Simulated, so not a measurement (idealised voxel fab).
Process module heading - voxel quadruple lines
Cross-section cut: width 270 nm, square cells of 5 nm.
When this document writes out a cross-section, it uses a grid of square cells and lists it as bands, beginning at the top and moving down, with a band standing for one or more rows of cells. Band: top height; bottom height; in nm. Then, left to right: material with width in nm, for each material. "edge to edge": a single material spanning edge to edge. "empty": empty space. Height is counted from the level 0, under which the received wafer is composed throughout of one material. The lowest of the bands is not closed at the bottom but continues downward, in the notation "from 0 down". Per-row width for "30 to 40": begins at first number (top row of band), ends at second number (bottom row), increment between rows held constant. Step note "no change" = no cross-section cell changed. Entry "Cavities, sealed" = empty spaces >= 8 cells with no open way to the top; each as width x height at distance, distance from left edge, all nm. after a step's settings: what the simulator itself notes on the step. The "overlay nm" setting may appear on a step's line; for a step that uses a mask, it gives how far to the right of its planned position the mask lay, and a negative value indicates the left.

[Steps planned for the process]
| 1 | RECEIVE [material Si] |
| 2 | CONFORMAL_DEP [material SiO2] [thk nm 10] |
| 3 | DIRECTIONAL_DEP [material TiN] [thk nm 10] |
| 4 | DIRECTIONAL_DEP [material polySi] [thk nm 15] |
| 5 | DIRECTIONAL_DEP [material aC] [thk nm 20] |
| 6 | PATTERN [tone cover] [mask id MANDREL] [material resist] [width nm 35] [thk nm 30] [overlay nm 0] |
| 7 | DIRECTIONAL_ETCH [etch materials aC] [depth nm 20] |
| 8 | STRIP [etch materials resist] |
| 9 | CONFORMAL_DEP [material SiO2] [thk nm 15] |
| 10 | DIRECTIONAL_ETCH [etch materials SiO2] [depth nm 15] |
| 11 | STRIP [etch materials aC] |
| 12 | DIRECTIONAL_ETCH [etch materials polySi] [depth nm 15] |
| 13 | STRIP [etch materials SiO2] |
| 14 | CONFORMAL_DEP [material SiN] [thk nm 10] |
| 15 | DIRECTIONAL_ETCH [etch materials SiN] [depth nm 10] |
| 16 | STRIP [etch materials polySi] |
| 17 | DIRECTIONAL_ETCH [etch materials TiN] [depth nm 10] |
| 18 | STRIP [etch materials SiN] |
| 19 | FILL_DEP [material SiO2] [thk nm 5] |
| 20 | CMP [height nm 20] |

[The cross-section here shows the wafer as received, i.e. in its state after step 1]
> from 0 down  Si edge to edge
> Cavities, sealed: none

[First wafer of two, sectioned at end of module; run went per plan]
> from 20 to 10  SiO2=90 | TiN=10 | SiO2=15 | TiN=10 | SiO2=15 | TiN=10 | SiO2=15 | TiN=10 | SiO2=95
> from 10 to 0  SiO2 edge to edge
> from 0 down  Si edge to edge
> Cavities, sealed: none

[Second wafer of the two, sectioned at the end of the module. It began like the first and followed the same plan, but one mistake was made while running it]
> from 20 to 10  polySi edge to edge
> from 10 to 0  SiO2 edge to edge
> from 0 down  Si edge to edge
> Cavities, sealed: none
So what did we get wrong on this run? mixed up steps 3 and 4 - ran each in the other's place
Counted in cells at the end, the second wafer holds more or fewer of these materials than the first: SiO2: 92 fewer; TiN: 16 fewer; polySi: 108 more
